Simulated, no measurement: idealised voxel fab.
Process module name: voxel wiring stack
Square cell edge 5 nm, section width 205 nm, ID cut.
Think of the cross-section as a grid of square cells. We describe it in bands, top to bottom, and each band covers one or more rows of those cells. The band entry comprises the height of the band's top followed by the height of its bottom, expressed in nm, and subsequently the band's materials from left to right, each stated together with its width in nm. Where a single material is marked with the word "edge to edge", that material fills the band from edge to edge. The word "air" represents empty space. Height 0 is the level under which the wafer as received is all one material. The lowest band goes on downwards, as in "0 nm and below". When a width is written as two numbers, as in "30..40", the first number is the width in the top row of cells of the band and the second is the width in its bottom row, and the width changes by the same amount from each row to the next. Any step labelled "nothing was modified" changed none of the cells in the cross-section. In the "Closed void inventory" entry, you get each enclosed empty space of 8 cells or more, one with no open way to the top, written width x height at distance, distance from the left edge, in nm. Formally, on a step line, whatever follows the settings is a remark that the simulator itself makes on the step. A step line may carry the setting "overlay nm", which, for steps involving a mask, states the distance by which the mask lay to the right of its intended position; negative values denote displacement to the left.

-- These are the steps we planned for the process
1 RECEIVE (material Si)
2 CONFORMAL_DEP (material SiO2; thk nm 10)
3 DIRECTIONAL_DEP (material TiN; thk nm 5)
4 DIRECTIONAL_DEP (material W; thk nm 25)
5 DIRECTIONAL_DEP (material aC; thk nm 15)
6 PATTERN (tone cover; mask id METAL_1; material resist; width nm 20; pitch nm 40; thk nm 35; overlay nm 0)
7 DIRECTIONAL_ETCH (etch materials aC; depth nm 15)
8 STRIP (etch materials resist)
9 DIRECTIONAL_ETCH (etch materials W; depth nm 25)
10 DIRECTIONAL_ETCH (etch materials TiN; depth nm 5)
11 STRIP (etch materials aC)
12 FILL_DEP (material SiO2; thk nm 5)
13 CMP (height nm 40)
14 CONFORMAL_DEP (material SiCN; thk nm 5)
15 DIRECTIONAL_DEP (material SiO2; thk nm 30)
16 MASKED_ETCH (tone open; mask id METAL_2_HOLES; width nm 15; pitch nm 40; etch materials SiO2; depth nm 30; overlay nm 0)
17 MASKED_ETCH (tone open; mask id METAL_2; width nm 20; pitch nm 40; etch materials SiO2; depth nm 20; overlay nm 0)
18 MASKED_ETCH (tone open; mask id METAL_2; width nm 20; pitch nm 40; etch materials SiCN; depth nm 5; overlay nm 0)
19 CONFORMAL_DEP (material TiN; thk nm 5)
20 FILL_DEP (material Ru; thk nm 5)
21 CMP (height nm 75)
22 CONFORMAL_DEP (material SiCN; thk nm 5)
23 DIRECTIONAL_DEP (material SiO2; thk nm 20)
24 MASKED_ETCH (tone open; mask id PLUG_2; width nm 15; pitch nm 80; etch materials SiO2; depth nm 20; overlay nm 0)
25 MASKED_ETCH (tone open; mask id PLUG_2; width nm 15; pitch nm 80; etch materials SiCN; depth nm 5; overlay nm 0)
26 CONFORMAL_DEP (material TiN; thk nm 5)
27 FILL_DEP (material W; thk nm 10)
28 CMP (height nm 90)
29 CONFORMAL_DEP (material SiN; thk nm 5)
30 DIRECTIONAL_DEP (material lowk; thk nm 20)
31 MASKED_ETCH (tone open; mask id METAL_3; width nm 20; pitch nm 40; etch materials lowk; depth nm 20; overlay nm 0)
32 MASKED_ETCH (tone open; mask id METAL_3; width nm 20; pitch nm 40; etch materials SiN; depth nm 5; overlay nm 0)
33 CONFORMAL_DEP (material TiN; thk nm 5)
34 FILL_DEP (material Cu; thk nm 5)
35 CMP (height nm 125)
36 CONFORMAL_DEP (material SiCN; thk nm 5)
Across this set of wafers, the varied parameter is the height nm of step 28. Starting conditions are identical for every wafer, and the plan reports the value assigned to the first wafer.

-- Here's the first of the wafers in cross-section, just as we got it, i.e. after step 1
* 0 nm and below: Si edge to edge
* Closed void inventory: none

-- Rows = wafers. At module end, each row lists per material the cells gained (+) or lost (-) since the wafer was received, then the closed voids
height nm 90, +81 Cu, +36 Ru, +105 SiCN, +25 SiN, +460 SiO2, +175 TiN, +84 W, +100 lowk, Closed void inventory: none
height nm 95, +40 Cu, +36 Ru, +105 SiCN, +25 SiN, +495 SiO2, +179 TiN, +86 W, +100 lowk, Closed void inventory: none
height nm 100, +32 Cu, +36 Ru, +105 SiCN, +25 SiN, +530 SiO2, +150 TiN, +88 W, +100 lowk, Closed void inventory: none
height nm 105, +24 Cu, +36 Ru, +105 SiCN, +25 SiN, +530 SiO2, +181 TiN, +90 W, +75 lowk, Closed void inventory: none
height nm 110, +16 Cu, +36 Ru, +105 SiCN, +25 SiN, +530 SiO2, +173 TiN, +131 W, +50 lowk, Closed void inventory: none
height nm 115, +8 Cu, +36 Ru, +105 SiCN, +25 SiN, +530 SiO2, +165 TiN, +172 W, +25 lowk, Closed void inventory: none
